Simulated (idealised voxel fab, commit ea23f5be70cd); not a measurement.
The process module that follows is named voxel ribs on slabs.
In the cross-section labelled cut, the width is 190 nm and each square cell is 5 nm.
Reading order for cross-sections: top band down to bottom band. Underlying form: a grid of square cells. Band size: one or more rows of cells. Heights first: top, then bottom, in nm. Then materials, left to right, each with a width in nm. "edge to edge" on a single material: fills the band edge to edge. "air": empty space. A quick word on heights: they are counted from 0, and under that level the wafer as it came to us is one material throughout. The lowest band is different from the rest in having no bottom; it simply continues downward, written as in "0 and below". Note: "30..40" means the width goes from the first number (top row of the band) to the second number (bottom row) in equal steps per row of cells. What does "no alteration" mean for a step? It means no cell of the cross-section changed in that step. For the entry "Entrapped voids", the listed items are empty spaces with no open way to the top whose size is 8 cells or more; each item follows the pattern width x height at distance, where distance is from the left edge and all three are in nm. Note: text after step settings on the step line = simulator remark on that step. Among the settings permitted on a step's line is "overlay nm"; applied to a step with a mask, it specifies the extent to which the mask lay to the right of its planned position, whereas a negative figure signifies a position to the left.
-- Intended process steps
1,RECEIVE, material Si
2,DIRECTIONAL_DEP, material SiO2, thk nm 30
3,DIRECTIONAL_DEP, material SiN, thk nm 25
4,MASKED_ETCH, tone cover, mask id RIB, width nm 20, etch materials SiN, depth nm 20, overlay nm 0
5,PATTERN, tone cover, mask id SLAB, material resist, width nm 60, thk nm 20, overlay nm 0
6,DIRECTIONAL_ETCH, etch materials SiN, depth nm 5
7,STRIP, etch materials resist
8,FILL_DEP, material SiO2, thk nm 15
9,CMP, height nm 65
10,DIRECTIONAL_DEP, material TiN, thk nm 5
11,DIRECTIONAL_DEP, material aC, thk nm 10
12,PATTERN, tone cover, mask id HEATER, material resist, width nm 30, thk nm 25, overlay nm 0
13,DIRECTIONAL_ETCH, etch materials aC, depth nm 10
14,STRIP, etch materials resist
15,DIRECTIONAL_ETCH, etch materials TiN, depth nm 5
16,STRIP, etch materials aC
17,CONFORMAL_DEP, material SiO2, thk nm 5
-- Cross-section of the wafer as it came to us, i.e., already through step 1
> 0 and below | Si edge to edge
> Entrapped voids: none
-- Cross-section: first of two wafers, module finished, run according to plan
> 75 down to 70 | air: 75, SiO2: 40, air: 75
> 70 down to 65 | SiO2: 80, TiN: 30, SiO2: 80
> 65 down to 55 | SiO2 edge to edge
> 55 down to 35 | SiO2: 85, SiN: 20, SiO2: 85
> 35 down to 30 | SiO2: 65, SiN: 60, SiO2: 65
> 30 down to 0 | SiO2 edge to edge
> 0 and below | Si edge to edge
> Entrapped voids: none
-- Cross-section, wafer two of two, end of module: same start and plan as wafer one, one error in execution
> 75 down to 70 | air: 75, SiO2: 40, air: 75
> 70 down to 65 | SiO2: 80, TiN: 30, SiO2: 80
> 65 down to 60 | SiO2: 65, SiN: 60, SiO2: 65
> 60 down to 0 | SiO2 edge to edge
> 0 and below | Si edge to edge
> Entrapped voids: none
Run error: regarding the plan, step 2 was run twice
Final difference in cells, second wafer against first, listed per material as more or fewer: -16 SiN; +16 SiO2
